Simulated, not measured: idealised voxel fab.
The following process module bears the name voxel air gaps.
The figure presents cross-section cut, which has a width of 170 nm and is divided into square cells with an edge length of 5 nm.
Cross-section = grid of square cells, listed top down in bands; band = one or more rows.
In this notation a band is specified by the heights of its top and bottom, in that order and in nm, after which its materials appear from left to right, each paired with its width in nm. The word "throughout" attached to a single material means that material fills the band from edge to edge; the word "blank" stands for empty space.
Convention: height 0 is the level below which the wafer, as received, is all one material. The lowest band does not terminate at the bottom but continues downward, represented as "from 0 down".
Read "30->40" as a graded width: first number on top, second number at the bottom, same change between each pair of neighbouring rows.
"remained the same" for a step: no cell of the cross-section changed in that step.
"Closed void table" - sealed voids, min. 8 cells, no opening to top; format: width x height at distance (distance from left edge; nm throughout).
If you see something after the settings on a step's line, that's the simulator's own remark about that step.
overlay nm: where the mask lay relative to plan, measured to the right, on steps with a mask; negatives go left.
The planned process steps are enumerated hereunder:
- 1: RECEIVE,material Si
- 2: CONFORMAL_DEP,material SiO2,thk nm 15
- 3: CONFORMAL_DEP,material SiCN,thk nm 5
- 4: DIRECTIONAL_DEP,material lowk,thk nm 35
- 5: MASKED_ETCH,tone open,mask id LINES,width nm 20,pitch nm 50,etch materials lowk,depth nm 35,overlay nm 0
- 6: CONFORMAL_DEP,material TiN,thk nm 5
- 7: FILL_DEP,material Ru,thk nm 5
- 8: CMP,height nm 55
- 9: EPI,material Ru,thk nm 10
- 10: SELECTIVE_ETCH,etch materials lowk,depth nm 45
- 11: CONFORMAL_DEP,material SiCN,thk nm 5
Run as planned: first of two wafers:
As received (post step 1): cross-section:
* from 0 down: Si throughout
* Closed void table: none
Cross-section through the wafer, step 2 finished:
* from 15 to 0: SiO2 throughout
* Under 0: no change, same as before.
Cross-section through the wafer, step 3 finished:
* from 20 to 15: SiCN throughout
* Under 15: no change, same as before.
Cross-section through the wafer, step 4 finished:
* from 55 to 20: lowk throughout
* Under 20: no change, same as before.
Cross-section through the wafer, step 5 finished:
* from 55 to 20: 25 nm lowk / 20 nm blank / 30 nm lowk / 20 nm blank / 30 nm lowk / 20 nm blank / 25 nm lowk
* Under 20: no change, same as before.
Cross-section through the wafer, step 6 finished:
* from 60 to 55: 30 nm TiN / 10 nm blank / 40 nm TiN / 10 nm blank / 40 nm TiN / 10 nm blank / 30 nm TiN
* from 55 to 25: 25 nm lowk / 5 nm TiN / 10 nm blank / 5 nm TiN / 30 nm lowk / 5 nm TiN / 10 nm blank / 5 nm TiN / 30 nm lowk / 5 nm TiN / 10 nm blank / 5 nm TiN / 25 nm lowk
* from 25 to 20: 25 nm lowk / 20 nm TiN / 30 nm lowk / 20 nm TiN / 30 nm lowk / 20 nm TiN / 25 nm lowk
* Under 20: no change, same as before.
Cross-section through the wafer, step 7 finished:
* from 65 to 60: Ru throughout
* from 60 to 55: 30 nm TiN / 10 nm Ru / 40 nm TiN / 10 nm Ru / 40 nm TiN / 10 nm Ru / 30 nm TiN
* from 55 to 25: 25 nm lowk / 5 nm TiN / 10 nm Ru / 5 nm TiN / 30 nm lowk / 5 nm TiN / 10 nm Ru / 5 nm TiN / 30 nm lowk / 5 nm TiN / 10 nm Ru / 5 nm TiN / 25 nm lowk
* Under 25: no change, same as before.
Cross-section through the wafer, step 8 finished:
* from 55 to 25: 25 nm lowk / 5 nm TiN / 10 nm Ru / 5 nm TiN / 30 nm lowk / 5 nm TiN / 10 nm Ru / 5 nm TiN / 30 nm lowk / 5 nm TiN / 10 nm Ru / 5 nm TiN / 25 nm lowk
* Under 25: no change, same as before.
Cross-section through the wafer, step 9 finished:
* from 65 to 55: 15 nm blank / 40 nm Ru / 10 nm blank / 40 nm Ru / 10 nm blank / 40 nm Ru / 15 nm blank
* Under 55: no change, same as before.
Cross-section through the wafer, step 10 finished:
* from 65 to 55: 15 nm blank / 40 nm Ru / 10 nm blank / 40 nm Ru / 10 nm blank / 40 nm Ru / 15 nm blank
* from 55 to 25: 25 nm blank / 5 nm TiN / 10 nm Ru / 5 nm TiN / 30 nm blank / 5 nm TiN / 10 nm Ru / 5 nm TiN / 30 nm blank / 5 nm TiN / 10 nm Ru / 5 nm TiN / 25 nm blank
* from 25 to 20: 25 nm blank / 20 nm TiN / 30 nm blank / 20 nm TiN / 30 nm blank / 20 nm TiN / 25 nm blank
* Under 20: no change, same as before.
Cross-section through the wafer, step 11 finished:
* from 70 to 65: 10 nm blank / 150 nm SiCN / 10 nm blank
* from 65 to 55: 10 nm blank / 5 nm SiCN / 40 nm Ru / 10 nm SiCN / 40 nm Ru / 10 nm SiCN / 40 nm Ru / 5 nm SiCN / 10 nm blank
* from 55 to 50: 10 nm blank / 15 nm SiCN / 5 nm TiN / 10 nm Ru / 5 nm TiN / 30 nm SiCN / 5 nm TiN / 10 nm Ru / 5 nm TiN / 30 nm SiCN / 5 nm TiN / 10 nm Ru / 5 nm TiN / 15 nm SiCN / 10 nm blank
* from 50 to 25: 20 nm blank / 5 nm SiCN / 5 nm TiN / 10 nm Ru / 5 nm TiN / 5 nm SiCN / 20 nm blank / 5 nm SiCN / 5 nm TiN / 10 nm Ru / 5 nm TiN / 5 nm SiCN / 20 nm blank / 5 nm SiCN / 5 nm TiN / 10 nm Ru / 5 nm TiN / 5 nm SiCN / 20 nm blank
* from 25 to 20: 25 nm SiCN / 20 nm TiN / 30 nm SiCN / 20 nm TiN / 30 nm SiCN / 20 nm TiN / 25 nm SiCN
* Under 20: no change, same as before.
* Closed void table: 20 x 25 at 50; 20 x 25 at 100
The remaining wafer, second of the two, started like the first and was run to the same plan, except that one mistake was made along the way; the two coincide through step 8, inclusive:
The second wafer in cross-section, at the planned close of step 9:
* from 75 to 55: 5 nm blank / 160 nm Ru / 5 nm blank
* Under 55: no change, same as before.
The second wafer in cross-section, at the planned close of step 10:
* from 75 to 55: 5 nm blank / 160 nm Ru / 5 nm blank
* from 55 to 25: 25 nm blank / 5 nm TiN / 10 nm Ru / 5 nm TiN / 30 nm lowk / 5 nm TiN / 10 nm Ru / 5 nm TiN / 30 nm lowk / 5 nm TiN / 10 nm Ru / 5 nm TiN / 25 nm blank
* from 25 to 20: 25 nm blank / 20 nm TiN / 30 nm lowk / 20 nm TiN / 30 nm lowk / 20 nm TiN / 25 nm blank
* Under 20: no change, same as before.
The second wafer in cross-section, at the planned close of step 11:
* from 80 to 75: SiCN throughout
* from 75 to 55: 5 nm SiCN / 160 nm Ru / 5 nm SiCN
* from 55 to 50: 25 nm SiCN / 5 nm TiN / 10 nm Ru / 5 nm TiN / 30 nm lowk / 5 nm TiN / 10 nm Ru / 5 nm TiN / 30 nm lowk / 5 nm TiN / 10 nm Ru / 5 nm TiN / 25 nm SiCN
* from 50 to 25: 20 nm blank / 5 nm SiCN / 5 nm TiN / 10 nm Ru / 5 nm TiN / 30 nm lowk / 5 nm TiN / 10 nm Ru / 5 nm TiN / 30 nm lowk / 5 nm TiN / 10 nm Ru / 5 nm TiN / 5 nm SiCN / 20 nm blank
* from 25 to 20: 25 nm SiCN / 20 nm TiN / 30 nm lowk / 20 nm TiN / 30 nm lowk / 20 nm TiN / 25 nm SiCN
* Under 20: no change, same as before.
* Closed void table: 20 x 25 at 0; 20 x 25 at 150
Here's what went sideways: twice, step 9 of the plan was run
End check, counted in cells, second wafer has more or fewer of these materials than the first: Ru: 80 more; SiCN: 40 fewer; lowk: 84 more
